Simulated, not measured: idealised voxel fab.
The name of this process module is voxel fin reveal.
Section cut is 250 nm wide and gridded with 5 nm square cells.
Notation: cross-section as square-cell grid; stated in bands, top first, going down; one or more cell rows per band. Top, bottom (nm), then materials left to right with widths (nm); lone material tagged "throughout" fills the whole band edge to edge; "air" = empty space. Below 0: as-received wafer, all one material; heights counted from there. Lowest band: no bottom, goes on down, written "z 0 and below". Note: "30..40" means the width goes from the first number (top row of the band) to the second number (bottom row) in equal steps per row of cells. No cell of the cross-section changed in a step that is given as "nothing got changed". "Voids lacking openings" specifies each empty space that is not open to the top and that occupies no fewer than 8 cells, using the form width x height at distance, the distance measured from the left edge and all three quantities in nm. Heads up: the bit after the settings on a step's line is the simulator's remark on that step. overlay nm, on a step with a mask: how far to the right of its planned place the mask lay; to the left if negative.
# Process steps - plan
step 1: RECEIVE: material Si
step 2: CONFORMAL_DEP: material SiN, thk nm 10
step 3: PATTERN: tone cover, mask id FINS, material resist, width nm 15, pitch nm 35, thk nm 20, overlay nm 0
step 4: DIRECTIONAL_ETCH: etch materials SiN, depth nm 10
step 5: DIRECTIONAL_ETCH: etch materials Si, depth nm 35
step 6: STRIP: etch materials resist
step 7: FILL_DEP: material SiO2, thk nm 10
step 8: CMP: height nm 10
step 9: SELECTIVE_ETCH: etch materials SiO2, depth nm 25
step 10: STRIP: etch materials SiN
step 11: CONFORMAL_DEP: material HfO2, thk nm 5
# First wafer of two (run as planned)
# Cross-section of the wafer at receipt, which is the condition after step 1
* z 0 and below  Si throughout
* Voids lacking openings: none
# So this is the wafer cross-section right after step 2
* z 10 to 0  SiN throughout
* Below a height of 0, the structure has not been altered.
# So this is the wafer cross-section right after step 3
* z 30 to 10  air: 65, then resist: 15, then air: 20, then resist: 15, then air: 20, then resist: 15, then air: 20, then resist: 15, then air: 65
* Below a height of 10, the structure has not been altered.
# So this is the wafer cross-section right after step 4
* z 30 to 10  air: 65, then resist: 15, then air: 20, then resist: 15, then air: 20, then resist: 15, then air: 20, then resist: 15, then air: 65
* z 10 to 0  air: 65, then SiN: 15, then air: 20, then SiN: 15, then air: 20, then SiN: 15, then air: 20, then SiN: 15, then air: 65
* Below a height of 0, the structure has not been altered.
# So this is the wafer cross-section right after step 5
* z 30 to 10  air: 65, then resist: 15, then air: 20, then resist: 15, then air: 20, then resist: 15, then air: 20, then resist: 15, then air: 65
* z 10 to 0  air: 65, then SiN: 15, then air: 20, then SiN: 15, then air: 20, then SiN: 15, then air: 20, then SiN: 15, then air: 65
* z 0 to -35  air: 65, then Si: 15, then air: 20, then Si: 15, then air: 20, then Si: 15, then air: 20, then Si: 15, then air: 65
* Below a height of -35, the structure has not been altered.
# So this is the wafer cross-section right after step 6
* z 10 to 0  air: 65, then SiN: 15, then air: 20, then SiN: 15, then air: 20, then SiN: 15, then air: 20, then SiN: 15, then air: 65
* Below a height of 0, the structure has not been altered.
# So this is the wafer cross-section right after step 7
* z 20 to 10  SiO2 throughout
* z 10 to 0  SiO2: 65, then SiN: 15, then SiO2: 20, then SiN: 15, then SiO2: 20, then SiN: 15, then SiO2: 20, then SiN: 15, then SiO2: 65
* z 0 to -35  SiO2: 65, then Si: 15, then SiO2: 20, then Si: 15, then SiO2: 20, then Si: 15, then SiO2: 20, then Si: 15, then SiO2: 65
* Below a height of -35, the structure has not been altered.
# So this is the wafer cross-section right after step 8
* z 10 to 0  SiO2: 65, then SiN: 15, then SiO2: 20, then SiN: 15, then SiO2: 20, then SiN: 15, then SiO2: 20, then SiN: 15, then SiO2: 65
* Below a height of 0, the structure has not been altered.
# So this is the wafer cross-section right after step 9
* z 10 to 0  air: 65, then SiN: 15, then air: 20, then SiN: 15, then air: 20, then SiN: 15, then air: 20, then SiN: 15, then air: 65
* z 0 to -15  air: 65, then Si: 15, then air: 20, then Si: 15, then air: 20, then Si: 15, then air: 20, then Si: 15, then air: 65
* Below a height of -15, the structure has not been altered.
# So this is the wafer cross-section right after step 10
* z 0 to -15  air: 65, then Si: 15, then air: 20, then Si: 15, then air: 20, then Si: 15, then air: 20, then Si: 15, then air: 65
* Below a height of -15, the structure has not been altered.
# So this is the wafer cross-section right after step 11
* z 5 to 0  air: 60, then HfO2: 25, then air: 10, then HfO2: 25, then air: 10, then HfO2: 25, then air: 10, then HfO2: 25, then air: 60
* z 0 to -10  air: 60, then HfO2: 5, then Si: 15, then HfO2: 5, then air: 10, then HfO2: 5, then Si: 15, then HfO2: 5, then air: 10, then HfO2: 5, then Si: 15, then HfO2: 5, then air: 10, then HfO2: 5, then Si: 15, then HfO2: 5, then air: 60
* z -10 to -15  HfO2: 65, then Si: 15, then HfO2: 20, then Si: 15, then HfO2: 20, then Si: 15, then HfO2: 20, then Si: 15, then HfO2: 65
* Below a height of -15, the structure has not been altered.
# Wafer two of the pair: same origin, same plan, one error during the run; identical to wafer one up to and including step 8
# Cross-section: second wafer, time at which step 9 was scheduled to end
* z 10 to 0  SiO2: 65, then air: 15, then SiO2: 20, then air: 15, then SiO2: 20, then air: 15, then SiO2: 20, then air: 15, then SiO2: 65
* Below a height of 0, the structure has not been altered.
# Cross-section: second wafer, time at which step 10 was scheduled to end
* z 0 to -15  air: 65, then Si: 15, then air: 20, then Si: 15, then air: 20, then Si: 15, then air: 20, then Si: 15, then air: 65
* z -15 to -25  SiO2: 40, then air: 25, then Si: 15, then air: 20, then Si: 15, then air: 20, then Si: 15, then air: 20, then Si: 15, then air: 25, then SiO2: 40
* Below a height of -25, the structure has not been altered.
# Cross-section: second wafer, time at which step 11 was scheduled to end
* z 5 to 0  air: 60, then HfO2: 25, then air: 10, then HfO2: 25, then air: 10, then HfO2: 25, then air: 10, then HfO2: 25, then air: 60
* z 0 to -10  air: 60, then HfO2: 5, then Si: 15, then HfO2: 5, then air: 10, then HfO2: 5, then Si: 15, then HfO2: 5, then air: 10, then HfO2: 5, then Si: 15, then HfO2: 5, then air: 10, then HfO2: 5, then Si: 15, then HfO2: 5, then air: 60
* z -10 to -15  HfO2: 45, then air: 15, then HfO2: 5, then Si: 15, then HfO2: 5, then air: 10, then HfO2: 5, then Si: 15, then HfO2: 5, then air: 10, then HfO2: 5, then Si: 15, then HfO2: 5, then air: 10, then HfO2: 5, then Si: 15, then HfO2: 5, then air: 15, then HfO2: 45
* z -15 to -20  SiO2: 40, then HfO2: 5, then air: 15, then HfO2: 5, then Si: 15, then HfO2: 5, then air: 10, then HfO2: 5, then Si: 15, then HfO2: 5, then air: 10, then HfO2: 5, then Si: 15, then HfO2: 5, then air: 10, then HfO2: 5, then Si: 15, then HfO2: 5, then air: 15, then HfO2: 5, then SiO2: 40
* z -20 to -25  SiO2: 40, then HfO2: 25, then Si: 15, then HfO2: 20, then Si: 15, then HfO2: 20, then Si: 15, then HfO2: 20, then Si: 15, then HfO2: 25, then SiO2: 40
* Below a height of -25, the structure has not been altered.
what went wrong: steps 9 and 10 traded places in the executed sequence
Final difference in cells, second wafer against first, listed per material as more or fewer: +20 HfO2; -44 SiO2
